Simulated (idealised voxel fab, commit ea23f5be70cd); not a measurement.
Process module heading - voxel capacitor over wiring
The cross-section shown here is cut; it is 295 nm wide and divided into square cells measuring 5 nm on a side.
A cross-section is a grid of square cells, given in bands from the top down. A band is one or more rows of cells.
First you get the band's top height and its bottom height, in nm, and then the materials it's made of, left to right, with each width in nm. If you see a single material with "all across", that one covers the band edge to edge. "air" is empty space.
Ref level 0: as-received wafer is one material below here. Bottom band extends down with no lower bound ("top 0, no bottom").
Width: "30 to 40" (first number = top row, second number = bottom row, same change from row to row of cells).
"no change" means the step left every cell of the cross-section as it was.
The entry titled "Fully closed voids" provides the empty spaces that have no open way to the top, restricted to those of 8 cells or more. Each is presented as width x height at distance, the distance being measured from the left edge, with all three in nm.
On each step's line, the part that comes after the settings is the simulator's own comment on the step.
"overlay nm" answers the question of how far to the right of plan the mask lay on a step that has a mask, and when it is negative the answer is to the left.

[Set out below are the planned steps of the process]
1. RECEIVE,material Si
2. CONFORMAL_DEP,material SiO2,thk nm 10
3. CONFORMAL_DEP,material SiCN,thk nm 5
4. DIRECTIONAL_DEP,material SiO2,thk nm 25
5. MASKED_ETCH,tone open,mask id METAL_1,width nm 20,pitch nm 85,etch materials SiO2,depth nm 25,overlay nm 0
6. MASKED_ETCH,tone open,mask id METAL_1,width nm 20,pitch nm 85,etch materials SiCN,depth nm 5,overlay nm 0
7. CONFORMAL_DEP,material TiN,thk nm 5
8. FILL_DEP,material W,thk nm 5
9. CMP,height nm 40
10. CONFORMAL_DEP,material SiCN,thk nm 5
11. DIRECTIONAL_DEP,material lowk,thk nm 10
12. DIRECTIONAL_DEP,material aC,thk nm 10
13. PATTERN,tone open,mask id PLUG_1,material resist,width nm 15,thk nm 30,overlay nm 0
14. DIRECTIONAL_ETCH,etch materials aC,depth nm 10
15. STRIP,etch materials resist
16. DIRECTIONAL_ETCH,etch materials lowk,depth nm 10
17. DIRECTIONAL_ETCH,etch materials SiCN,depth nm 5
18. STRIP,etch materials aC
19. EPI,material Ru,thk nm 10
20. EPI,material Ru,thk nm 5
21. DIRECTIONAL_DEP,material TiN,thk nm 10
22. DIRECTIONAL_DEP,material HfO2,thk nm 5
23. DIRECTIONAL_DEP,material TiN,thk nm 5
24. MASKED_ETCH,tone cover,mask id UPPER_PLATE,width nm 70,etch materials TiN,depth nm 5,overlay nm 0
25. MASKED_ETCH,tone cover,mask id UPPER_PLATE,width nm 70,etch materials HfO2,depth nm 5,overlay nm 0
26. MASKED_ETCH,tone cover,mask id LOWER_PLATE,width nm 80,etch materials TiN,depth nm 10,overlay nm 0
27. FILL_DEP,material SiO2,thk nm 15
28. CMP,height nm 85
29. PATTERN,tone open,mask id PLUG_2,material resist,width nm 15,thk nm 20,overlay nm 0
30. DIRECTIONAL_ETCH,etch materials SiO2,depth nm 10
31. STRIP,etch materials resist
32. CONFORMAL_DEP,material TiN,thk nm 5
33. FILL_DEP,material Ru,thk nm 5
34. CMP,height nm 85
35. CONFORMAL_DEP,material SiCN,thk nm 5

[First of two wafers: run as planned]

[As-received wafer cross-section (after step 1)]
- top 0, no bottom = Si all across
- Fully closed voids: none

[The wafer in cross-section once step 2 is complete]
- top 10, bottom 0 = SiO2 all across
- Under the height 0 nothing was changed.

[The wafer in cross-section once step 3 is complete]
- top 15, bottom 10 = SiCN all across
- Under the height 10 nothing was changed.

[The wafer in cross-section once step 4 is complete]
- top 40, bottom 15 = SiO2 all across
- Under the height 15 nothing was changed.

[The wafer in cross-section once step 5 is complete]
- top 40, bottom 15 = 95 of SiO2  20 of air  65 of SiO2  20 of air  95 of SiO2
- Under the height 15 nothing was changed.

[The wafer in cross-section once step 6 is complete]
- top 40, bottom 15 = 95 of SiO2  20 of air  65 of SiO2  20 of air  95 of SiO2
- top 15, bottom 10 = 95 of SiCN  20 of air  65 of SiCN  20 of air  95 of SiCN
- Under the height 10 nothing was changed.

[The wafer in cross-section once step 7 is complete]
- top 45, bottom 40 = 100 of TiN  10 of air  75 of TiN  10 of air  100 of TiN
- top 40, bottom 15 = 95 of SiO2  5 of TiN  10 of air  5 of TiN  65 of SiO2  5 of TiN  10 of air  5 of TiN  95 of SiO2
- top 15, bottom 10 = 95 of SiCN  20 of TiN  65 of SiCN  20 of TiN  95 of SiCN
- Under the height 10 nothing was changed.

[The wafer in cross-section once step 8 is complete]
- top 50, bottom 45 = W all across
- top 45, bottom 40 = 100 of TiN  10 of W  75 of TiN  10 of W  100 of TiN
- top 40, bottom 15 = 95 of SiO2  5 of TiN  10 of W  5 of TiN  65 of SiO2  5 of TiN  10 of W  5 of TiN  95 of SiO2
- Under the height 15 nothing was changed.

[The wafer in cross-section once step 9 is complete]
- top 40, bottom 15 = 95 of SiO2  5 of TiN  10 of W  5 of TiN  65 of SiO2  5 of TiN  10 of W  5 of TiN  95 of SiO2
- Under the height 15 nothing was changed.

[The wafer in cross-section once step 10 is complete]
- top 45, bottom 40 = SiCN all across
- Under the height 40 nothing was changed.

[The wafer in cross-section once step 11 is complete]
- top 55, bottom 45 = lowk all across
- Under the height 45 nothing was changed.

[The wafer in cross-section once step 12 is complete]
- top 65, bottom 55 = aC all across
- Under the height 55 nothing was changed.

[The wafer in cross-section once step 13 is complete]
- top 95, bottom 65 = 100 of resist  15 of air  180 of resist
- Under the height 65 nothing was changed.

[The wafer in cross-section once step 14 is complete]
- top 85, bottom 65 = 100 of resist  15 of air  180 of resist
- top 65, bottom 55 = 100 of aC  15 of air  180 of aC
- Under the height 55 nothing was changed.

[The wafer in cross-section once step 15 is complete]
- top 65, bottom 55 = 100 of aC  15 of air  180 of aC
- Under the height 55 nothing was changed.

[The wafer in cross-section once step 16 is complete]
- top 65, bottom 55 = 100 of aC  15 of air  180 of aC
- top 55, bottom 45 = 100 of lowk  15 of air  180 of lowk
- Under the height 45 nothing was changed.

[The wafer in cross-section once step 17 is complete]
- top 65, bottom 55 = 100 of aC  15 of air  180 of aC
- top 55, bottom 45 = 100 of lowk  15 of air  180 of lowk
- top 45, bottom 40 = 100 of SiCN  15 of air  180 of SiCN
- Under the height 40 nothing was changed.

[The wafer in cross-section once step 18 is complete]
- top 55, bottom 45 = 100 of lowk  15 of air  180 of lowk
- Under the height 45 nothing was changed.

[The wafer in cross-section once step 19 is complete]
- top 55, bottom 50 = 100 of lowk  15 of air  180 of lowk
- top 50, bottom 45 = 100 of lowk  15 of Ru  180 of lowk
- top 45, bottom 40 = 100 of SiCN  15 of Ru  180 of SiCN
- Under the height 40 nothing was changed.

[The wafer in cross-section once step 20 is complete]
- top 55, bottom 45 = 100 of lowk  15 of Ru  180 of lowk
- Under the height 45 nothing was changed.

[The wafer in cross-section once step 21 is complete]
- top 65, bottom 55 = TiN all across
- Under the height 55 nothing was changed.

[The wafer in cross-section once step 22 is complete]
- top 70, bottom 65 = HfO2 all across
- Under the height 65 nothing was changed.

[The wafer in cross-section once step 23 is complete]
- top 75, bottom 70 = TiN all across
- Under the height 70 nothing was changed.

[The wafer in cross-section once step 24 is complete]
- top 75, bottom 70 = 100 of air  70 of TiN  125 of air
- Under the height 70 nothing was changed.

[The wafer in cross-section once step 25 is complete]
- top 75, bottom 70 = 100 of air  70 of TiN  125 of air
- top 70, bottom 65 = 100 of air  70 of HfO2  125 of air
- Under the height 65 nothing was changed.

[The wafer in cross-section once step 26 is complete]
- top 75, bottom 70 = 100 of air  70 of TiN  125 of air
- top 70, bottom 65 = 100 of air  70 of HfO2  125 of air
- top 65, bottom 55 = 95 of air  80 of TiN  120 of air
- Under the height 55 nothing was changed.

[The wafer in cross-section once step 27 is complete]
- top 90, bottom 75 = SiO2 all across
- top 75, bottom 70 = 100 of SiO2  70 of TiN  125 of SiO2
- top 70, bottom 65 = 100 of SiO2  70 of HfO2  125 of SiO2
- top 65, bottom 55 = 95 of SiO2  80 of TiN  120 of SiO2
- Under the height 55 nothing was changed.

[The wafer in cross-section once step 28 is complete]
- top 85, bottom 75 = SiO2 all across
- Under the height 75 nothing was changed.

[The wafer in cross-section once step 29 is complete]
- top 105, bottom 85 = 110 of resist  15 of air  170 of resist
- Under the height 85 nothing was changed.

[The wafer in cross-section once step 30 is complete]
- top 105, bottom 85 = 110 of resist  15 of air  170 of resist
- top 85, bottom 75 = 110 of SiO2  15 of air  170 of SiO2
- Under the height 75 nothing was changed.

[The wafer in cross-section once step 31 is complete]
- top 85, bottom 75 = 110 of SiO2  15 of air  170 of SiO2
- Under the height 75 nothing was changed.

[The wafer in cross-section once step 32 is complete]
- top 90, bottom 85 = 115 of TiN  5 of air  175 of TiN
- top 85, bottom 80 = 110 of SiO2  5 of TiN  5 of air  5 of TiN  170 of SiO2
- top 80, bottom 70 = 110 to 100 of SiO2  15 to 70 of TiN  170 to 125 of SiO2
- Under the height 70 nothing was changed.

[The wafer in cross-section once step 33 is complete]
- top 95, bottom 90 = Ru all across
- top 90, bottom 85 = 115 of TiN  5 of Ru  175 of TiN
- top 85, bottom 80 = 110 of SiO2  5 of TiN  5 of Ru  5 of TiN  170 of SiO2
- Under the height 80 nothing was changed.

[The wafer in cross-section once step 34 is complete]
- top 85, bottom 80 = 110 of SiO2  5 of TiN  5 of Ru  5 of TiN  170 of SiO2
- Under the height 80 nothing was changed.

[The wafer in cross-section once step 35 is complete]
- top 90, bottom 85 = SiCN all across
- Under the height 85 nothing was changed.

[Wafer two: like wafer one in start and plan, but with one mistake in execution; identical up to and including step 18]

[Cross-section of the second wafer at the time by which step 19 should have been completed according to the plan]
- top 60, bottom 55 = 95 of air  25 of Ru  175 of air
- top 55, bottom 45 = 100 of lowk  15 of Ru  180 of lowk
- top 45, bottom 40 = 100 of SiCN  15 of Ru  180 of SiCN
- Under the height 40 nothing was changed.

[Cross-section of the second wafer at the time by which step 20 should have been completed according to the plan]
- top 65, bottom 55 = 90 of air  35 of Ru  170 of air
- Under the height 55 nothing was changed.

[Cross-section of the second wafer at the time by which step 21 should have been completed according to the plan]
- top 75, bottom 65 = 90 of air  35 of TiN  170 of air
- top 65, bottom 55 = 90 of TiN  35 of Ru  170 of TiN
- Under the height 55 nothing was changed.

[Cross-section of the second wafer at the time by which step 22 should have been completed according to the plan]
- top 80, bottom 75 = 90 of air  35 of HfO2  170 of air
- top 75, bottom 70 = 90 of air  35 of TiN  170 of air
- top 70, bottom 65 = 90 of HfO2  35 of TiN  170 of HfO2
- Under the height 65 nothing was changed.

[Cross-section of the second wafer at the time by which step 23 should have been completed according to the plan]
- top 85, bottom 80 = 90 of air  35 of TiN  170 of air
- top 80, bottom 75 = 90 of air  35 of HfO2  170 of air
- top 75, bottom 70 = TiN all across
- Under the height 70 nothing was changed.

[Cross-section of the second wafer at the time by which step 24 should have been completed according to the plan]
- top 85, bottom 80 = 100 of air  25 of TiN  170 of air
- top 80, bottom 75 = 90 of air  35 of HfO2  170 of air
- top 75, bottom 70 = 90 of air  80 of TiN  125 of air
- Under the height 70 nothing was changed.

[Cross-section of the second wafer at the time by which step 25 should have been completed according to the plan]
- top 85, bottom 80 = 100 of air  25 of TiN  170 of air
- top 80, bottom 75 = 100 of air  25 of HfO2  170 of air
- top 75, bottom 70 = 90 of air  80 of TiN  125 of air
- top 70, bottom 65 = 90 of air  35 of TiN  45 of HfO2  125 of air
- Under the height 65 nothing was changed.

[Cross-section of the second wafer at the time by which step 26 should have been completed according to the plan]
- top 85, bottom 80 = 100 of air  25 of TiN  170 of air
- top 80, bottom 75 = 100 of air  25 of HfO2  170 of air
- top 75, bottom 70 = 95 of air  75 of TiN  125 of air
- top 70, bottom 65 = 95 of air  30 of TiN  45 of HfO2  125 of air
- top 65, bottom 55 = 90 of air  35 of Ru  50 of TiN  120 of air
- Under the height 55 nothing was changed.

[Cross-section of the second wafer at the time by which step 27 should have been completed according to the plan]
- top 100, bottom 85 = SiO2 all across
- top 85, bottom 80 = 100 of SiO2  25 of TiN  170 of SiO2
- top 80, bottom 75 = 100 of SiO2  25 of HfO2  170 of SiO2
- top 75, bottom 70 = 95 of SiO2  75 of TiN  125 of SiO2
- top 70, bottom 65 = 95 of SiO2  30 of TiN  45 of HfO2  125 of SiO2
- top 65, bottom 55 = 90 of SiO2  35 of Ru  50 of TiN  120 of SiO2
- Under the height 55 nothing was changed.

[Cross-section of the second wafer at the time by which step 28 should have been completed according to the plan]
- top 85, bottom 80 = 100 of SiO2  25 of TiN  170 of SiO2
- Under the height 80 nothing was changed.

[Cross-section of the second wafer at the time by which step 29 should have been completed according to the plan]
- top 105, bottom 85 = 110 of resist  15 of air  170 of resist
- Under the height 85 nothing was changed.

Cross-section of the second wafer at the time by which step 30 should have been completed according to the plan: no change

[Cross-section of the second wafer at the time by which step 31 should have been completed according to the plan]
- top 85, bottom 80 = 100 of SiO2  25 of TiN  170 of SiO2
- Under the height 80 nothing was changed.

[Cross-section of the second wafer at the time by which step 32 should have been completed according to the plan]
- top 90, bottom 85 = TiN all across
- Under the height 85 nothing was changed.

[Cross-section of the second wafer at the time by which step 33 should have been completed according to the plan]
- top 95, bottom 90 = Ru all across
- Under the height 90 nothing was changed.

[Cross-section of the second wafer at the time by which step 34 should have been completed according to the plan]
- top 85, bottom 80 = 100 of SiO2  25 of TiN  170 of SiO2
- Under the height 80 nothing was changed.

[Cross-section of the second wafer at the time by which step 35 should have been completed according to the plan]
- top 90, bottom 85 = SiCN all across
- Under the height 85 nothing was changed.
Error vs. plan: plan step 19 ran twice
Final tally in cells, some materials are higher or lower on the second wafer than on the first: +13 Ru, -8 SiO2, -5 TiN
